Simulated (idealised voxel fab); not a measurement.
voxel spacer lines: a process module
Pictured: cross-section cut, 220 nm wide, on a grid of 5 nm square cells.
Cross-section spec: square-cell grid; bands listed top down; each band is one or more rows.
What a band's entry tells you: where the top is and where the bottom is, as heights in nm, and after that what lies inside, material by material from left to right, each with its width in nm. Empty space is written as the word "blank", and a single material marked with the word "all across" occupies the band from edge to edge.
Note: height 0 marks the level under which the wafer is uniformly one material as received. Lowest band unbounded below, written "0..down".
The two numbers in a width such as "30..40" mark its ends across the band: the first belongs to the top row of cells, the second to the bottom row, and from each row to the next the width moves by the same amount.
You'll sometimes find "nothing got changed" written for a step, and that's the way of saying that nowhere in the cross-section did a cell change during that step.
This entry, "Closed-off voids", enumerates those empty regions of no fewer than 8 cells that possess no open connection to the top. Each region is reported in the form width x height at distance, the distance being taken from the left edge, with all three quantities expressed in nm.
On a step's line, text after the settings is the simulator commenting on that step.
"overlay nm" on a masked step: distance the mask lay right of its planned place, negative for left.

### So here's the lineup of process steps we planned
1: RECEIVE: material Si
2: CONFORMAL_DEP: material Al2O3, thk nm 5
3: DIRECTIONAL_DEP: material SiN, thk nm 15
4: DIRECTIONAL_DEP: material polySi, thk nm 25
5: PATTERN: tone cover, mask id MANDREL, material resist, width nm 15, pitch nm 70, thk nm 35, overlay nm 0
6: DIRECTIONAL_ETCH: etch materials polySi, depth nm 25
7: STRIP: etch materials resist
8: CONFORMAL_DEP: material SiO2, thk nm 15
9: DIRECTIONAL_ETCH: etch materials SiO2, depth nm 15
10: STRIP: etch materials polySi
11: DIRECTIONAL_ETCH: etch materials SiN, depth nm 15
12: STRIP: etch materials SiO2
13: FILL_DEP: material lowk, thk nm 10
14: CMP: height nm 20
Every wafer here starts from the same state; it is the step 5 width nm that distinguishes them, and the value the plan gives belongs to the first wafer.

### First of several wafers (as received, post step 1), cross-sectional view
- 0..down | Si all across
- Closed-off voids: none

### Depicted here is the first of several wafers in cross-section, at module completion following the last step, step 14
- 20..5 | 55 nm lowk / 15 nm SiN / 15 nm lowk / 15 nm SiN / 25 nm lowk / 15 nm SiN / 15 nm lowk / 15 nm SiN / 50 nm lowk
- 5..0 | Al2O3 all across
- 0..down | Si all across
- Closed-off voids: none

### Cross-sectional depiction of the last of several wafers upon completion of the module
- 20..5 | 45 nm lowk / 15 nm SiN / 35 nm lowk / 15 nm SiN / 5 nm lowk / 15 nm SiN / 35 nm lowk / 15 nm SiN / 40 nm lowk
- 5..0 | Al2O3 all across
- 0..down | Si all across
- Closed-off voids: none

### Here is how to read the rows: every wafer has a row, and it shows the wafer at the end of the module, giving for each material how many cells were gained (+) or lost (-) since the wafer was received, then listing its closed voids
width nm 15; +44 Al2O3; +36 SiN; +96 lowk; Closed-off voids: none
width nm 20; +44 Al2O3; +36 SiN; +96 lowk; Closed-off voids: none
width nm 25; +44 Al2O3; +36 SiN; +96 lowk; Closed-off voids: none
width nm 30; +44 Al2O3; +36 SiN; +96 lowk; Closed-off voids: none
width nm 35; +44 Al2O3; +36 SiN; +96 lowk; Closed-off voids: none
